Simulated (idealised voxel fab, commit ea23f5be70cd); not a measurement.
The process module that follows is named voxel wiring stack.
cross-section cut | 265 nm wide | cells 5 nm
Cross-section, as written here: a square-cell grid given band by band from the top down, where a band holds one or more rows of cells.
Within each band entry, the heights of the top and of the bottom of the band appear first, in that order and in nm; the materials of the band then follow from left to right, each with its corresponding width in nm. The designation "throughout" on a single material indicates that it fills the band from edge to edge; the designation "blank" indicates empty space.
Heights are reckoned from 0. Under this level, the received wafer is all of one material. The bottommost band is open-ended downward, for example "0 down".
With a width like "30 to 40", each row of cells in the band differs from the next by the same amount, the top row carrying the first number and the bottom row the second.
Given "changes: none" for a step, no cell of the cross-section differs between before and after that step.
Listed in "Fully sealed cavities": every empty space of 8 or more cells without an open way to the top. Form: width x height at distance, the distance being from the left edge, all in nm.
Where a step's line continues beyond its settings, the continuation is a remark by the simulator itself on that step.
A step's line can hold "overlay nm"; with a mask on that step, the setting says how far right of the planned place the mask lay, while a negative setting says it lay to the left.

-- So here's the lineup of process steps we planned
1: RECEIVE [material Si]
2: CONFORMAL_DEP [material SiO2] [thk nm 15]
3: DIRECTIONAL_DEP [material TiN] [thk nm 5]
4: DIRECTIONAL_DEP [material Ru] [thk nm 25]
5: MASKED_ETCH [tone cover] [mask id METAL_1] [width nm 20] [pitch nm 35] [etch materials Ru] [depth nm 25] [overlay nm 0]
6: MASKED_ETCH [tone cover] [mask id METAL_1] [width nm 20] [pitch nm 35] [etch materials TiN] [depth nm 5] [overlay nm 0]
7: CONFORMAL_DEP [material SiCN] [thk nm 5]
8: FILL_DEP [material lowk] [thk nm 5]
9: CMP [height nm 45]
10: CONFORMAL_DEP [material SiCN] [thk nm 5]
11: DIRECTIONAL_DEP [material SiO2] [thk nm 30]
12: MASKED_ETCH [tone open] [mask id METAL_2] [width nm 20] [pitch nm 35] [etch materials SiO2] [depth nm 15] [overlay nm 0]
13: DIRECTIONAL_DEP [material aC] [thk nm 10]
14: PATTERN [tone open] [mask id METAL_2_HOLES] [material resist] [width nm 15] [pitch nm 70] [thk nm 25] [overlay nm 0]
15: DIRECTIONAL_ETCH [etch materials aC] [depth nm 10]
16: STRIP [etch materials resist]
17: DIRECTIONAL_ETCH [etch materials SiO2] [depth nm 15]
18: DIRECTIONAL_ETCH [etch materials SiCN] [depth nm 5]
19: STRIP [etch materials aC]
20: CONFORMAL_DEP [material TiN] [thk nm 5]
21: FILL_DEP [material Ru] [thk nm 10]
22: CMP [height nm 80]
23: CONFORMAL_DEP [material SiCN] [thk nm 5]
24: DIRECTIONAL_DEP [material lowk] [thk nm 15]
25: MASKED_ETCH [tone open] [mask id PLUG_2] [width nm 15] [pitch nm 35] [etch materials lowk] [depth nm 15] [overlay nm 0]
26: MASKED_ETCH [tone open] [mask id PLUG_2] [width nm 15] [pitch nm 35] [etch materials SiCN] [depth nm 5] [overlay nm 0]
27: CONFORMAL_DEP [material TiN] [thk nm 5]
28: FILL_DEP [material Cu] [thk nm 10]
29: CMP [height nm 100]
30: DIRECTIONAL_DEP [material TiN] [thk nm 5]
31: DIRECTIONAL_DEP [material W] [thk nm 15]
32: DIRECTIONAL_DEP [material aC] [thk nm 15]
33: PATTERN [tone cover] [mask id METAL_3] [material resist] [width nm 20] [pitch nm 35] [thk nm 35] [overlay nm 0]
34: DIRECTIONAL_ETCH [etch materials aC] [depth nm 15]
35: STRIP [etch materials resist]
36: DIRECTIONAL_ETCH [etch materials W] [depth nm 15]
37: DIRECTIONAL_ETCH [etch materials TiN] [depth nm 5]
38: STRIP [etch materials aC]
39: CONFORMAL_DEP [material SiCN] [thk nm 5]
40: FILL_DEP [material SiO2] [thk nm 10]
41: CMP [height nm 120]
42: CONFORMAL_DEP [material SiN] [thk nm 5]

-- Wafer at receipt (post step 1), cross-section
0 down: Si throughout
Fully sealed cavities: none

-- Cross-section, first of two wafers, end of module, run as planned
125 to 120: SiN throughout
120 to 105: SiO2: 80, SiCN: 5, W: 20, SiCN: 5, SiO2: 5, SiCN: 5, W: 20, SiCN: 5, SiO2: 5, SiCN: 5, W: 20, SiCN: 5, SiO2: 85
105 to 100: SiCN: 85, TiN: 20, SiCN: 15, TiN: 20, SiCN: 15, TiN: 20, SiCN: 90
100 to 85: lowk: 85, TiN: 5, Cu: 5, TiN: 5, lowk: 20, TiN: 5, Cu: 5, TiN: 5, lowk: 20, TiN: 5, Cu: 5, TiN: 5, lowk: 95
85 to 80: SiCN: 85, TiN: 15, SiCN: 20, TiN: 15, SiCN: 20, TiN: 15, SiCN: 95
80 to 70: SiO2: 85, TiN: 5, Ru: 10, TiN: 5, SiO2: 15, TiN: 5, Ru: 10, TiN: 5, SiO2: 15, TiN: 5, Ru: 10, TiN: 5, SiO2: 90
70 to 65: SiO2: 85, TiN: 5, Ru: 5, TiN: 10, SiO2: 15, TiN: 20, SiO2: 15, TiN: 5, Ru: 5, TiN: 10, SiO2: 90
65 to 50: SiO2: 85, TiN: 5, Ru: 5, TiN: 5, SiO2: 55, TiN: 5, Ru: 5, TiN: 5, SiO2: 95
50 to 45: SiCN: 85, TiN: 15, SiCN: 55, TiN: 15, SiCN: 95
45 to 20: lowk: 80, SiCN: 5, Ru: 20, SiCN: 5, lowk: 5, SiCN: 5, Ru: 20, SiCN: 5, lowk: 5, SiCN: 5, Ru: 20, SiCN: 5, lowk: 85
20 to 15: SiCN: 85, TiN: 20, SiCN: 15, TiN: 20, SiCN: 15, TiN: 20, SiCN: 90
15 to 0: SiO2 throughout
0 down: Si throughout
Fully sealed cavities: none

-- Module end: cross-section of wafer two of two. Same start and process plan as the first wafer. One mistake during execution
125 to 120: SiN throughout
120 to 105: SiO2: 80, SiCN: 5, W: 20, SiCN: 5, SiO2: 5, SiCN: 5, W: 20, SiCN: 5, SiO2: 5, SiCN: 5, W: 20, SiCN: 5, SiO2: 85
105 to 100: SiCN: 85, TiN: 20, SiCN: 15, TiN: 20, SiCN: 15, TiN: 20, SiCN: 90
100 to 85: lowk: 85, TiN: 5, Cu: 5, TiN: 5, lowk: 20, TiN: 5, Cu: 5, TiN: 5, lowk: 20, TiN: 5, Cu: 5, TiN: 5, lowk: 95
85 to 80: SiCN: 85, TiN: 15, SiCN: 20, TiN: 15, SiCN: 20, TiN: 15, SiCN: 95
80 to 70: SiO2: 85, TiN: 5, Ru: 10, TiN: 5, SiO2: 15, TiN: 5, Ru: 10, TiN: 5, SiO2: 15, TiN: 5, Ru: 10, TiN: 5, SiO2: 90
70 to 65: SiO2: 85, TiN: 5, Ru: 5, TiN: 10, SiO2: 15, TiN: 20, SiO2: 15, TiN: 5, Ru: 5, TiN: 10, SiO2: 90
65 to 50: SiO2: 85, TiN: 5, Ru: 5, TiN: 5, SiO2: 55, TiN: 5, Ru: 5, TiN: 5, SiO2: 95
50 to 45: SiCN: 85, TiN: 15, SiCN: 55, TiN: 15, SiCN: 95
45 to 20: lowk: 80, TiN: 5, Ru: 20, TiN: 5, lowk: 5, TiN: 5, Ru: 20, TiN: 5, lowk: 5, TiN: 5, Ru: 20, TiN: 5, lowk: 85
20 to 15: TiN throughout
15 to 0: SiO2 throughout
0 down: Si throughout
Fully sealed cavities: none
So what did we get wrong on this run? the process deviated at step 7: the operation and settings actually run there were CONFORMAL_DEP [material TiN] [thk nm 5]
Heads up, by the end the second wafer has more or fewer cells of some materials compared to the first: -71 SiCN; +71 TiN
